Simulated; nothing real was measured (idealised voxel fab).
Proc. module: voxel self aligned vias
The cross-section on display is named cut; it measures 280 nm wide, and its cells are 5 nm squares.
A cross-section in this document is a grid of square cells, and it is written down as bands, the top band listed before the ones below it; a band is made up of one or more rows of cells. Heights first: top, then bottom, in nm. Then materials, left to right, each with a width in nm. "throughout" on a single material: fills the band edge to edge. "empty": empty space. Where do heights start? At 0: under that level the wafer as delivered is made of one material only. And the lowest band has no floor; it just carries on downward, as in "top 0, no bottom". The two numbers in a width such as "30..40" mark its ends across the band: the first belongs to the top row of cells, the second to the bottom row, and from each row to the next the width moves by the same amount. For the purposes of this document, the phrase "nothing got changed" attached to a step denotes that no cell within the cross-section was modified by that step. For the entry "Internal closed voids", the listed items are empty spaces with no open way to the top whose size is 8 cells or more; each item follows the pattern width x height at distance, where distance is from the left edge and all three are in nm. after a step's settings: what the simulator itself notes on the step. Each step line may optionally specify "overlay nm", which for a step with a mask gives the rightward distance between the mask's planned place and where it lay, a negative value indicating the leftward direction.
[Process steps - plan]
1) RECEIVE [material Si]
2) CONFORMAL_DEP [material SiO2] [thk nm 10]
3) CONFORMAL_DEP [material SiCN] [thk nm 5]
4) DIRECTIONAL_DEP [material lowk] [thk nm 20]
5) DIRECTIONAL_DEP [material aC] [thk nm 10]
6) PATTERN [tone open] [mask id LINES] [material resist] [width nm 30] [pitch nm 65] [thk nm 30] [overlay nm 0]
7) DIRECTIONAL_ETCH [etch materials aC] [depth nm 10]
8) STRIP [etch materials resist]
9) DIRECTIONAL_ETCH [etch materials lowk] [depth nm 20]
10) STRIP [etch materials aC]
11) CONFORMAL_DEP [material TiN] [thk nm 5]
12) FILL_DEP [material W] [thk nm 10]
13) CMP [height nm 35]
14) SELECTIVE_ETCH [etch materials W Ru TiN] [depth nm 5]
15) FILL_DEP [material SiN] [thk nm 5]
16) CMP [height nm 35]
17) DIRECTIONAL_DEP [material lowk] [thk nm 20]
18) PATTERN [tone open] [mask id VIAS] [material resist] [width nm 40] [thk nm 20] [overlay nm 0]
19) DIRECTIONAL_ETCH [etch materials lowk] [depth nm 20]
20) DIRECTIONAL_ETCH [etch materials SiN] [depth nm 5]
21) STRIP [etch materials resist]
22) CONFORMAL_DEP [material TiN] [thk nm 5]
23) FILL_DEP [material Cu] [thk nm 5]
24) CMP [height nm 55]
25) CONFORMAL_DEP [material SiN] [thk nm 5]
[First wafer of two (run as planned)]
[Cross-section of the wafer as it came to us, i.e., already through step 1]
- top 0, no bottom = Si throughout
- Internal closed voids: none
[Sectional view: wafer, after step 2]
- top 10, bottom 0 = SiO2 throughout
- No changes below 0.
[Sectional view: wafer, after step 3]
- top 15, bottom 10 = SiCN throughout
- No changes below 10.
[Sectional view: wafer, after step 4]
- top 35, bottom 15 = lowk throughout
- No changes below 15.
[Sectional view: wafer, after step 5]
- top 45, bottom 35 = aC throughout
- No changes below 35.
[Sectional view: wafer, after step 6]
- top 75, bottom 45 = 90 resist; 30 empty; 35 resist; 30 empty; 95 resist
- No changes below 45.
[Sectional view: wafer, after step 7]
- top 65, bottom 45 = 90 resist; 30 empty; 35 resist; 30 empty; 95 resist
- top 45, bottom 35 = 90 aC; 30 empty; 35 aC; 30 empty; 95 aC
- No changes below 35.
[Sectional view: wafer, after step 8]
- top 45, bottom 35 = 90 aC; 30 empty; 35 aC; 30 empty; 95 aC
- No changes below 35.
[Sectional view: wafer, after step 9]
- top 45, bottom 35 = 90 aC; 30 empty; 35 aC; 30 empty; 95 aC
- top 35, bottom 15 = 90 lowk; 30 empty; 35 lowk; 30 empty; 95 lowk
- No changes below 15.
[Sectional view: wafer, after step 10]
- top 35, bottom 15 = 90 lowk; 30 empty; 35 lowk; 30 empty; 95 lowk
- No changes below 15.
[Sectional view: wafer, after step 11]
- top 40, bottom 35 = 95 TiN; 20 empty; 45 TiN; 20 empty; 100 TiN
- top 35, bottom 20 = 90 lowk; 5 TiN; 20 empty; 5 TiN; 35 lowk; 5 TiN; 20 empty; 5 TiN; 95 lowk
- top 20, bottom 15 = 90 lowk; 30 TiN; 35 lowk; 30 TiN; 95 lowk
- No changes below 15.
[Sectional view: wafer, after step 12]
- top 50, bottom 40 = W throughout
- top 40, bottom 35 = 95 TiN; 20 W; 45 TiN; 20 W; 100 TiN
- top 35, bottom 20 = 90 lowk; 5 TiN; 20 W; 5 TiN; 35 lowk; 5 TiN; 20 W; 5 TiN; 95 lowk
- No changes below 20.
[Sectional view: wafer, after step 13]
- top 35, bottom 20 = 90 lowk; 5 TiN; 20 W; 5 TiN; 35 lowk; 5 TiN; 20 W; 5 TiN; 95 lowk
- No changes below 20.
[Sectional view: wafer, after step 14]
- top 35, bottom 30 = 90 lowk; 30 empty; 35 lowk; 30 empty; 95 lowk
- No changes below 30.
[Sectional view: wafer, after step 15]
- top 40, bottom 35 = SiN throughout
- top 35, bottom 30 = 90 lowk; 30 SiN; 35 lowk; 30 SiN; 95 lowk
- No changes below 30.
[Sectional view: wafer, after step 16]
- top 35, bottom 30 = 90 lowk; 30 SiN; 35 lowk; 30 SiN; 95 lowk
- No changes below 30.
[Sectional view: wafer, after step 17]
- top 55, bottom 35 = lowk throughout
- No changes below 35.
[Sectional view: wafer, after step 18]
- top 75, bottom 55 = 85 resist; 40 empty; 155 resist
- No changes below 55.
[Sectional view: wafer, after step 19]
- top 75, bottom 55 = 85 resist; 40 empty; 155 resist
- top 55, bottom 35 = 85 lowk; 40 empty; 155 lowk
- No changes below 35.
[Sectional view: wafer, after step 20]
- top 75, bottom 55 = 85 resist; 40 empty; 155 resist
- top 55, bottom 35 = 85 lowk; 40 empty; 155 lowk
- top 35, bottom 30 = 90 lowk; 30 empty; 35 lowk; 30 SiN; 95 lowk
- No changes below 30.
[Sectional view: wafer, after step 21]
- top 55, bottom 35 = 85 lowk; 40 empty; 155 lowk
- No changes below 35.
[Sectional view: wafer, after step 22]
- top 60, bottom 55 = 90 TiN; 30 empty; 160 TiN
- top 55, bottom 40 = 85 lowk; 5 TiN; 30 empty; 5 TiN; 155 lowk
- top 40, bottom 35 = 85 lowk; 10 TiN; 20 empty; 10 TiN; 155 lowk
- top 35, bottom 30 = 90 lowk; 30 TiN; 35 lowk; 30 SiN; 95 lowk
- No changes below 30.
[Sectional view: wafer, after step 23]
- top 65, bottom 60 = Cu throughout
- top 60, bottom 55 = 90 TiN; 30 Cu; 160 TiN
- top 55, bottom 40 = 85 lowk; 5 TiN; 30 Cu; 5 TiN; 155 lowk
- top 40, bottom 35 = 85 lowk; 10 TiN; 20 Cu; 10 TiN; 155 lowk
- No changes below 35.
[Sectional view: wafer, after step 24]
- top 55, bottom 40 = 85 lowk; 5 TiN; 30 Cu; 5 TiN; 155 lowk
- No changes below 40.
[Sectional view: wafer, after step 25]
- top 60, bottom 55 = SiN throughout
- No changes below 55.
[Wafer two. Identical start, identical plan. One mistake in execution. Identical history through step 17]
[X-section, second wafer, when step 18 was due to finish]
- top 75, bottom 55 = 80 resist; 40 empty; 160 resist
- No changes below 55.
[X-section, second wafer, when step 19 was due to finish]
- top 75, bottom 55 = 80 resist; 40 empty; 160 resist
- top 55, bottom 35 = 80 lowk; 40 empty; 160 lowk
- No changes below 35.
[X-section, second wafer, when step 20 was due to finish]
- top 75, bottom 55 = 80 resist; 40 empty; 160 resist
- top 55, bottom 35 = 80 lowk; 40 empty; 160 lowk
- top 35, bottom 30 = 90 lowk; 30 empty; 35 lowk; 30 SiN; 95 lowk
- No changes below 30.
[X-section, second wafer, when step 21 was due to finish]
- top 55, bottom 35 = 80 lowk; 40 empty; 160 lowk
- No changes below 35.
[X-section, second wafer, when step 22 was due to finish]
- top 60, bottom 55 = 85 TiN; 30 empty; 165 TiN
- top 55, bottom 40 = 80 lowk; 5 TiN; 30 empty; 5 TiN; 160 lowk
- top 40, bottom 35 = 80 lowk; 15 TiN; 20 empty; 5 TiN; 160 lowk
- top 35, bottom 30 = 90 lowk; 30 TiN; 35 lowk; 30 SiN; 95 lowk
- No changes below 30.
[X-section, second wafer, when step 23 was due to finish]
- top 65, bottom 60 = Cu throughout
- top 60, bottom 55 = 85 TiN; 30 Cu; 165 TiN
- top 55, bottom 40 = 80 lowk; 5 TiN; 30 Cu; 5 TiN; 160 lowk
- top 40, bottom 35 = 80 lowk; 15 TiN; 20 Cu; 5 TiN; 160 lowk
- No changes below 35.
[X-section, second wafer, when step 24 was due to finish]
- top 55, bottom 40 = 80 lowk; 5 TiN; 30 Cu; 5 TiN; 160 lowk
- No changes below 40.
[X-section, second wafer, when step 25 was due to finish]
- top 60, bottom 55 = SiN throughout
- No changes below 55.
In executing the process, a mistake was made relative to the plan: step 18: run off-plan, actual operation and settings PATTERN [tone open] [mask id VIAS] [material resist] [width nm 40] [thk nm 20] [overlay nm -5]
Final wafers compared: equal cell tally per material, rearranged layout.
